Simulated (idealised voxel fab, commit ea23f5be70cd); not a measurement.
You're looking at the process module voxel self aligned vias.
Square cell edge 5 nm, section width 290 nm, ID cut.
Cross-section spec: square-cell grid; bands listed top down; each band is one or more rows. In this notation a band is specified by the heights of its top and bottom, in that order and in nm, after which its materials appear from left to right, each paired with its width in nm. The word "all across" attached to a single material means that material fills the band from edge to edge; the word "air" stands for empty space. A quick word on heights: they are counted from 0, and under that level the wafer as it came to us is one material throughout. The lowest band is different from the rest in having no bottom; it simply continues downward, written as in "top 0, no bottom". A width such as "30..40" changes by the same amount from each row of cells to the next, from the band's top row to its bottom row. Reading "remains unaltered" for a step: not a cell of the cross-section changed in it. What "Voids, enclosed" gives you is every empty space of 8 cells or more that is cut off from the top. Each appears as width x height at distance, with the distance taken from the left edge and width, height and distance all in nm. Text after the settings on a step's line: the simulator's own remark on that step. overlay nm: how far to the right of its planned place the mask lay on this masked step (negative: to the left).

THIS SECTION LISTS THE PROCESS STEPS THAT WERE PLANNED
step 1: RECEIVE (material Si)
step 2: CONFORMAL_DEP (material SiO2; thk nm 10)
step 3: CONFORMAL_DEP (material SiCN; thk nm 5)
step 4: DIRECTIONAL_DEP (material lowk; thk nm 25)
step 5: MASKED_ETCH (tone open; mask id LINES; width nm 25; pitch nm 65; etch materials lowk; depth nm 25; overlay nm 0)
step 6: CONFORMAL_DEP (material TiN; thk nm 5)
step 7: FILL_DEP (material Ru; thk nm 5)
step 8: CMP (height nm 40)
step 9: SELECTIVE_ETCH (etch materials W Ru TiN; depth nm 10)
step 10: FILL_DEP (material SiN; thk nm 10)
step 11: CMP (height nm 40)
step 12: DIRECTIONAL_DEP (material lowk; thk nm 20)
step 13: MASKED_ETCH (tone open; mask id VIAS; width nm 45; etch materials lowk; depth nm 20; overlay nm 0)
step 14: MASKED_ETCH (tone open; mask id VIAS; width nm 45; etch materials SiN; depth nm 10; overlay nm 0)
step 15: CONFORMAL_DEP (material TiN; thk nm 5)
step 16: FILL_DEP (material Ru; thk nm 10)
step 17: CMP (height nm 60)
step 18: CONFORMAL_DEP (material SiCN; thk nm 5)

AS-RECEIVED STATE OF THE WAFER IN CROSS-SECTION, EQUIVALENT TO POST-STEP 1
* top 0, no bottom | Si all across
* Voids, enclosed: none

WAFER CROSS-SECTION AT MODULE END: FIRST OF TWO, RUN TO PLAN
* top 65, bottom 60 | SiCN all across
* top 60, bottom 45 | 90 lowk  5 TiN  35 Ru  5 TiN  155 lowk
* top 45, bottom 40 | 90 lowk  15 TiN  15 Ru  15 TiN  155 lowk
* top 40, bottom 35 | 100 lowk  5 TiN  15 Ru  5 TiN  40 lowk  25 SiN  100 lowk
* top 35, bottom 30 | 100 lowk  25 TiN  40 lowk  25 SiN  100 lowk
* top 30, bottom 20 | 100 lowk  5 TiN  15 Ru  5 TiN  40 lowk  5 TiN  15 Ru  5 TiN  100 lowk
* top 20, bottom 15 | 100 lowk  25 TiN  40 lowk  25 TiN  100 lowk
* top 15, bottom 10 | SiCN all across
* top 10, bottom 0 | SiO2 all across
* top 0, no bottom | Si all across
* Voids, enclosed: none

THIS IS THE SECOND OF THE TWO WAFERS, CROSS-SECTIONED AT THE END OF THE MODULE; IT STARTED EXACTLY LIKE THE FIRST AND WAS GIVEN THE SAME PLAN, BUT IT WAS RUN WITH ONE MISTAKE
* top 80, bottom 75 | SiCN all across
* top 75, bottom 65 | Ru all across
* top 65, bottom 60 | 95 TiN  35 Ru  160 TiN
* top 60, bottom 45 | 90 lowk  5 TiN  35 Ru  5 TiN  155 lowk
* top 45, bottom 40 | 90 lowk  15 TiN  15 Ru  15 TiN  155 lowk
* top 40, bottom 35 | 100 lowk  5 TiN  15 Ru  5 TiN  40 lowk  25 SiN  100 lowk
* top 35, bottom 30 | 100 lowk  25 TiN  40 lowk  25 SiN  100 lowk
* top 30, bottom 20 | 100 lowk  5 TiN  15 Ru  5 TiN  40 lowk  5 TiN  15 Ru  5 TiN  100 lowk
* top 20, bottom 15 | 100 lowk  25 TiN  40 lowk  25 TiN  100 lowk
* top 15, bottom 10 | SiCN all across
* top 10, bottom 0 | SiO2 all across
* top 0, no bottom | Si all across
* Voids, enclosed: none
Misprocessing identified: step 17 in the plan did not get run; it was skipped
Per the end-of-run cell counts, the second wafer holds more or fewer of some materials than the first: Ru: 123 more | TiN: 51 more
